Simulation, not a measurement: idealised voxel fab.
process module | voxel gate over fins
cross-section cut | 255 nm wide | cells 5 nm
A cross-section is a grid of square cells, given in bands from the top down. A band is one or more rows of cells.
Each band's line starts with the height of the band's top and of its bottom, in nm. Then come its materials from left to right, each with its width in nm. One material with "throughout" fills the band from edge to edge. "air" is empty space.
Height 0 is the level under which the wafer as received is all one material. The lowest band goes on downwards, as in "0 down".
A width such as "30 to 40" changes by the same amount from each row of cells to the next, from the band's top row to its bottom row.
"no change" after a step means that no cell of the cross-section changed.
closed voids: empty space of 8 cells or more with no open way to the top, each as width x height at its distance from the left edge, in nm
after a step's settings: what the simulator itself notes on the step
overlay nm, on a step with a mask: how far to the right of its planned place the mask lay; to the left if negative
plan
1 op RECEIVE | material Si
2 op CONFORMAL_DEP | material SiN | thk nm 10
3 op MASKED_ETCH | tone cover | mask id FINS | width nm 15 | pitch nm 55 | etch materials SiN | depth nm 10 | overlay nm 0
4 op MASKED_ETCH | tone cover | mask id FINS | width nm 15 | pitch nm 55 | etch materials Si | depth nm 40 | overlay nm 0
5 op OXIDIZE | depth nm 5
6 op FILL_DEP | material SiO2 | thk nm 10
7 op CMP | height nm 10
8 op DIRECTIONAL_DEP | material aC | thk nm 10
9 op PATTERN | tone open | mask id RAIL | material resist | width nm 15 | thk nm 30 | overlay nm -15
10 op DIRECTIONAL_ETCH | etch materials aC | depth nm 10
11 op STRIP | etch materials resist
12 op DIRECTIONAL_ETCH | etch materials SiO2 | depth nm 45
13 op STRIP | etch materials aC
14 op CONFORMAL_DEP | material TiN | thk nm 5
15 op FILL_DEP | material W | thk nm 10
16 op CMP | height nm 10
17 op SELECTIVE_ETCH | etch materials W Ru TiN | depth nm 35
18 op FILL_DEP | material SiO2 | thk nm 5
19 op CMP | height nm 10
20 op SELECTIVE_ETCH | etch materials SiO2 | depth nm 25
21 op STRIP | etch materials SiN
22 op CONFORMAL_DEP | material HfO2 | thk nm 5
23 op CONFORMAL_DEP | material TiN | thk nm 5
24 op FILL_DEP | material W | thk nm 15
25 op CMP | height nm 20
26 op CONFORMAL_DEP | material SiCN | thk nm 10
varied across the wafers: overlay nm of step 9. The plan shows the first wafer's value. All wafers start alike
first wafer as received, after step 1
  0 down: Si throughout
  closed voids: none
first wafer at the end, after step 26
  30 to 20: SiCN throughout
  20 to 10: W throughout
  10 to 5: W 30 | TiN 25 | W 30 | TiN 25 | W 30 | TiN 25 | W 30 | TiN 25 | W 35
  5 to 0: W 30 | TiN 5 | HfO2 15 | TiN 5 | W 30 | TiN 5 | HfO2 15 | TiN 5 | W 30 | TiN 5 | HfO2 15 | TiN 5 | W 30 | TiN 5 | HfO2 15 | TiN 5 | W 35
  0 to -5: W 30 | TiN 5 | HfO2 5 | Si 5 | HfO2 5 | TiN 5 | W 30 | TiN 5 | HfO2 5 | Si 5 | HfO2 5 | TiN 5 | W 30 | TiN 5 | HfO2 5 | Si 5 | HfO2 5 | TiN 5 | W 30 | TiN 5 | HfO2 5 | Si 5 | HfO2 5 | TiN 5 | W 35
  -5 to -10: TiN 35 | HfO2 5 | Si 5 | HfO2 5 | TiN 40 | HfO2 5 | Si 5 | HfO2 5 | TiN 40 | HfO2 5 | Si 5 | HfO2 5 | TiN 40 | HfO2 5 | Si 5 | HfO2 5 | TiN 40
  -10 to -15: HfO2 40 | Si 5 | HfO2 50 | Si 5 | HfO2 50 | Si 5 | HfO2 50 | Si 5 | HfO2 45
  -15 to -25: SiO2 40 | Si 5 | SiO2 50 | Si 5 | SiO2 50 | Si 5 | SiO2 50 | Si 5 | SiO2 45
  -25 to -35: SiO2 40 | Si 5 | SiO2 5 | TiN 10 | SiO2 35 | Si 5 | SiO2 50 | Si 5 | SiO2 50 | Si 5 | SiO2 45
  -35 to -45: SiO2 40 | Si 5 | SiO2 50 | Si 5 | SiO2 50 | Si 5 | SiO2 50 | Si 5 | SiO2 45
  -45 down: Si throughout
  closed voids: none
last wafer at the end
  30 to 20: SiCN throughout
  20 to 10: W throughout
  10 to 5: W 30 | TiN 25 | W 30 | TiN 25 | W 30 | TiN 25 | W 30 | TiN 25 | W 35
  5 to 0: W 30 | TiN 5 | HfO2 15 | TiN 5 | W 30 | TiN 5 | HfO2 15 | TiN 5 | W 30 | TiN 5 | HfO2 15 | TiN 5 | W 30 | TiN 5 | HfO2 15 | TiN 5 | W 35
  0 to -5: W 30 | TiN 5 | HfO2 5 | Si 5 | HfO2 5 | TiN 5 | W 30 | TiN 5 | HfO2 5 | Si 5 | HfO2 5 | TiN 5 | W 30 | TiN 5 | HfO2 5 | Si 5 | HfO2 5 | TiN 5 | W 30 | TiN 5 | HfO2 5 | Si 5 | HfO2 5 | TiN 5 | W 35
  -5 to -10: TiN 35 | HfO2 5 | Si 5 | HfO2 5 | TiN 40 | HfO2 5 | Si 5 | HfO2 5 | TiN 40 | HfO2 5 | Si 5 | HfO2 5 | TiN 40 | HfO2 5 | Si 5 | HfO2 5 | TiN 40
  -10 to -15: HfO2 40 | Si 5 | HfO2 50 | Si 5 | HfO2 50 | Si 5 | HfO2 50 | Si 5 | HfO2 45
  -15 to -25: SiO2 40 | Si 5 | SiO2 50 | Si 5 | SiO2 50 | Si 5 | SiO2 50 | Si 5 | SiO2 45
  -25 to -30: SiO2 40 | Si 5 | SiO2 30 | TiN 5 | W 5 | TiN 5 | SiO2 5 | Si 5 | SiO2 50 | Si 5 | SiO2 50 | Si 5 | SiO2 45
  -30 to -35: SiO2 40 | Si 5 | SiO2 30 | TiN 15 | SiO2 5 | Si 5 | SiO2 50 | Si 5 | SiO2 50 | Si 5 | SiO2 45
  -35 to -45: SiO2 40 | Si 5 | SiO2 50 | Si 5 | SiO2 50 | Si 5 | SiO2 50 | Si 5 | SiO2 45
  -45 down: Si throughout
  closed voids: none
each wafer at the end: cells of each material gained (+) or lost (-) since it was received, then its closed voids
overlay nm -15 | +75 HfO2 | -423 Si | +102 SiCN | +278 SiO2 | +79 TiN | +195 W | closed voids: none
overlay nm -10 | +75 HfO2 | -423 Si | +102 SiCN | +276 SiO2 | +80 TiN | +196 W | closed voids: none
overlay nm -5 | +75 HfO2 | -423 Si | +102 SiCN | +276 SiO2 | +80 TiN | +196 W | closed voids: none
overlay nm 0 | +75 HfO2 | -423 Si | +102 SiCN | +276 SiO2 | +80 TiN | +196 W | closed voids: none
overlay nm 5 | +75 HfO2 | -423 Si | +102 SiCN | +276 SiO2 | +80 TiN | +196 W | closed voids: none
overlay nm 10 | +75 HfO2 | -423 Si | +102 SiCN | +276 SiO2 | +80 TiN | +196 W | closed voids: none
overlay nm 15 | +75 HfO2 | -423 Si | +102 SiCN | +276 SiO2 | +80 TiN | +196 W | closed voids: none
